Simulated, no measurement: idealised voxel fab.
voxel gate over fins: a process module
Xsec cut, 180 nm wide, square cell size 5 nm.
A cross-section is a grid of square cells, given in bands from the top down. A band is one or more rows of cells. The entry gives the band's vertical extent as a top height and a bottom height in nm, then its horizontal make-up as materials from left to right, each with a width in nm. "blank" stands for empty space; a single material marked "all across" fills the band edge to edge. Beneath 0, the wafer as received is one material, and that level is where height counting begins. The lowest band goes on downward without a bottom; it is written like "0 down". A two-number width, for instance "30..40", indicates that the width is equal to the first number in the top row of the band and to the second number in the bottom row, and that it changes by a constant amount per row of cells. For the purposes of this document, the phrase "everything unchanged" attached to a step denotes that no cell within the cross-section was modified by that step. Entry "Enclosed internal cavities". Content: empty spaces with no open connection to the top, size 8 cells or greater. Each: width x height at distance. Distance: from left edge. Unit: nm. On a step's line, text after the settings is the simulator commenting on that step. When a step includes a mask, the "overlay nm" setting on its line states how far to the right of its planned place that mask lay, and negative values state how far to the left.
THESE ARE THE STEPS WE PLANNED FOR THE PROCESS
step 1: RECEIVE (material Si)
step 2: CONFORMAL_DEP (material SiN; thk nm 5)
step 3: MASKED_ETCH (tone cover; mask id FINS; width nm 15; pitch nm 55; etch materials SiN; depth nm 5; overlay nm 0)
step 4: MASKED_ETCH (tone cover; mask id FINS; width nm 15; pitch nm 55; etch materials Si; depth nm 35; overlay nm 0)
step 5: FILL_DEP (material SiO2; thk nm 15)
step 6: CMP (height nm 5)
step 7: MASKED_ETCH (tone open; mask id RAIL; width nm 15; etch materials SiO2; depth nm 35; overlay nm 0)
step 8: CONFORMAL_DEP (material TiN; thk nm 5)
step 9: FILL_DEP (material Ru; thk nm 5)
step 10: CMP (height nm 5)
step 11: SELECTIVE_ETCH (etch materials W Ru TiN; depth nm 20)
step 12: FILL_DEP (material SiO2; thk nm 5)
step 13: CMP (height nm 5)
step 14: SELECTIVE_ETCH (etch materials SiO2; depth nm 15)
step 15: STRIP (etch materials SiN)
step 16: CONFORMAL_DEP (material HfO2; thk nm 5)
step 17: CONFORMAL_DEP (material TiN; thk nm 5)
step 18: FILL_DEP (material W; thk nm 10)
step 19: CMP (height nm 15)
step 20: CONFORMAL_DEP (material SiCN; thk nm 10)
Don't read the plan's width nm for step 3 as applying to every wafer: that's the first wafer's value, and the wafers differ in it, though they all start identical.
RECEIVED CONDITION OF THE FIRST OF SEVERAL WAFERS, SECTIONED: POST-STEP 1
* 0 down: Si all across
* Enclosed internal cavities: none
WHAT FOLLOWS IS A TABLE IN WHICH EACH WAFER OCCUPIES A ROW; FOR THE WAFER AS IT STANDS AT THE CLOSE OF THE MODULE, THE ROW STATES, MATERIAL BY MATERIAL, HOW MANY CELLS HAVE BEEN GAINED (+) OR LOST (-) SINCE RECEIPT, AND THEN GIVES ITS CLOSED VOIDS
width nm 15; +48 HfO2; +2 Ru; -189 Si; +72 SiCN; +126 SiO2; +55 TiN; +66 W; Enclosed internal cavities: none
width nm 20; +48 HfO2; +2 Ru; -168 Si; +72 SiCN; +111 SiO2; +55 TiN; +60 W; Enclosed internal cavities: none
width nm 25; +48 HfO2; +2 Ru; -147 Si; +72 SiCN; +96 SiO2; +55 TiN; +54 W; Enclosed internal cavities: none
width nm 30; +48 HfO2; +2 Ru; -126 Si; +72 SiCN; +81 SiO2; +55 TiN; +48 W; Enclosed internal cavities: none
